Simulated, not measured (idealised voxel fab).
The process module presented herein is designated voxel fin reveal.
Pictured: cross-section cut, 290 nm wide, on a grid of 5 nm square cells.
Square cells in a grid make up a cross-section in this document, and the grid is given as bands, listed from the top down, each one or more rows of cells. In this notation a band is specified by the heights of its top and bottom, in that order and in nm, after which its materials appear from left to right, each paired with its width in nm. The word "throughout" attached to a single material means that material fills the band from edge to edge; the word "empty" stands for empty space. Where do heights start? At 0: under that level the wafer as delivered is made of one material only. And the lowest band has no floor; it just carries on downward, as in "0..down". The expression "30..40" gives the width at the extremes of the band, the first number at its top row of cells and the second at its bottom row, with the width changing by equal amounts from each row to the next in between. "no modifications" -> step changed no cross-section cell. Closed voids list: empty space of 8 cells or more with no open way to the top, each as width x height at its distance from the left edge, in nm. Step line, after settings: the simulator's comment on this step. On any step carrying a mask, the "overlay nm" setting, if present on the step's line, tells how far right of its planned place the mask lay; negative values point to the left.

-- Process steps foreseen in the plan
1 RECEIVE | material Si
2 CONFORMAL_DEP | material SiN | thk nm 5
3 DIRECTIONAL_DEP | material aC | thk nm 15
4 PATTERN | tone cover | mask id FINS | material resist | width nm 15 | pitch nm 35 | thk nm 30 | overlay nm 0
5 DIRECTIONAL_ETCH | etch materials aC | depth nm 15
6 STRIP | etch materials resist
7 DIRECTIONAL_ETCH | etch materials SiN | depth nm 5
8 DIRECTIONAL_ETCH | etch materials Si | depth nm 35
9 STRIP | etch materials aC
10 OXIDIZE | depth nm 5
11 FILL_DEP | material SiO2 | thk nm 15
12 CMP | height nm 5
13 SELECTIVE_ETCH | etch materials SiO2 | depth nm 25
14 STRIP | etch materials SiN
15 CONFORMAL_DEP | material SiO2 | thk nm 5

-- Cross-section of the wafer at receipt, which is the condition after step 1
	0..down = Si throughout
	Closed voids list: none

-- Cross-section, end of module. Start: as above. Plan: as above. Execution: one mistake
	5..0 = empty=80 / SiO2=15 / empty=20 / SiO2=15 / empty=20 / SiO2=15 / empty=20 / SiO2=15 / empty=90
	0..-15 = empty=80 / SiO2=5 / Si=5 / SiO2=5 / empty=20 / SiO2=5 / Si=5 / SiO2=5 / empty=20 / SiO2=5 / Si=5 / SiO2=5 / empty=20 / SiO2=5 / Si=5 / SiO2=5 / empty=90
	-15..-40 = SiO2=85 / Si=5 / SiO2=30 / Si=5 / SiO2=30 / Si=5 / SiO2=30 / Si=5 / SiO2=95
	-40..down = Si throughout
	Closed voids list: none
It is concluded that the wafer was processed incorrectly with respect to the plan, in that step 4 ran as: PATTERN | tone cover | mask id FINS | material resist | width nm 15 | pitch nm 35 | thk nm 30 | overlay nm -5
